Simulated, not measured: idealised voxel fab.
Documented hereafter: the process module known as voxel gate over fins.
In the cross-section labelled cut, the width is 155 nm and each square cell is 5 nm.
Cross-section, as written here: a square-cell grid given band by band from the top down, where a band holds one or more rows of cells. Each band's line starts with the height of the band's top and of its bottom, in nm. Then come its materials from left to right, each with its width in nm. One material with "throughout" fills the band from edge to edge. "empty" is empty space. Note: height 0 marks the level under which the wafer is uniformly one material as received. Lowest band unbounded below, written "from 0 down". When a width is written as two numbers, as in "30 to 40", the first number is the width in the top row of cells of the band and the second is the width in its bottom row, and the width changes by the same amount from each row to the next. You'll sometimes find "no alterations made" written for a step, and that's the way of saying that nowhere in the cross-section did a cell change during that step. "Voids, sealed" means: voids of 8 cells or more that are shut off from the top with no open way through. Written width x height at distance, distance from the left edge, in nm. Past the settings on a step's line: simulator remark, on that step. overlay nm: right-of-plan distance of the mask on a masked step; negative values mean left-of-plan.

# Process steps (planned)
1) RECEIVE: material Si
2) CONFORMAL_DEP: material SiN, thk nm 5
3) PATTERN: tone cover, mask id FINS, material resist, width nm 15, pitch nm 35, thk nm 15, overlay nm 0
4) DIRECTIONAL_ETCH: etch materials SiN, depth nm 5
5) DIRECTIONAL_ETCH: etch materials Si, depth nm 30
6) STRIP: etch materials resist
7) OXIDIZE: depth nm 5
8) FILL_DEP: material SiO2, thk nm 15
9) CMP: height nm 5
10) SELECTIVE_ETCH: etch materials SiO2, depth nm 15
11) STRIP: etch materials SiN
12) CONFORMAL_DEP: material HfO2, thk nm 5
13) CONFORMAL_DEP: material TiN, thk nm 5
14) FILL_DEP: material W, thk nm 10
15) CMP: height nm 15
16) CONFORMAL_DEP: material SiCN, thk nm 10

# as received, after step 1
> from 0 down = Si throughout
> Voids, sealed: none

# Sectioned view, first of two wafers, at the close of the module, processed as intended in the plan
> from 25 to 15 = SiCN throughout
> from 15 to 10 = W throughout
> from 10 to 5 = W: 45; TiN: 25; W: 10; TiN: 25; W: 50
> from 5 to 0 = W: 45; TiN: 5; HfO2: 15; TiN: 5; W: 10; TiN: 5; HfO2: 15; TiN: 5; W: 50
> from 0 to -5 = TiN: 50; HfO2: 5; Si: 5; HfO2: 5; TiN: 20; HfO2: 5; Si: 5; HfO2: 5; TiN: 55
> from -5 to -10 = HfO2: 55; Si: 5; HfO2: 30; Si: 5; HfO2: 60
> from -10 to -35 = SiO2: 55; Si: 5; SiO2: 30; Si: 5; SiO2: 60
> from -35 down = Si throughout
> Voids, sealed: none

# Second of two wafers, module complete, sectioned: it shares the first wafer's start and plan but was run with one mistake
> from 25 to 15 = SiCN throughout
> from 15 to 5 = W throughout
> from 5 to 0 = W: 50; TiN: 15; W: 20; TiN: 15; W: 55
> from 0 to -5 = W: 50; TiN: 5; Si: 5; TiN: 5; W: 20; TiN: 5; Si: 5; TiN: 5; W: 55
> from -5 to -10 = TiN: 55; Si: 5; TiN: 30; Si: 5; TiN: 60
> from -10 to -35 = SiO2: 55; Si: 5; SiO2: 30; Si: 5; SiO2: 60
> from -35 down = Si throughout
> Voids, sealed: none
What was done differently from what was planned? step 12 from the plan never happened, it was just skipped
Wafer comparison, final, in cells, second relative to first, materials more or fewer: HfO2 -39; W +39
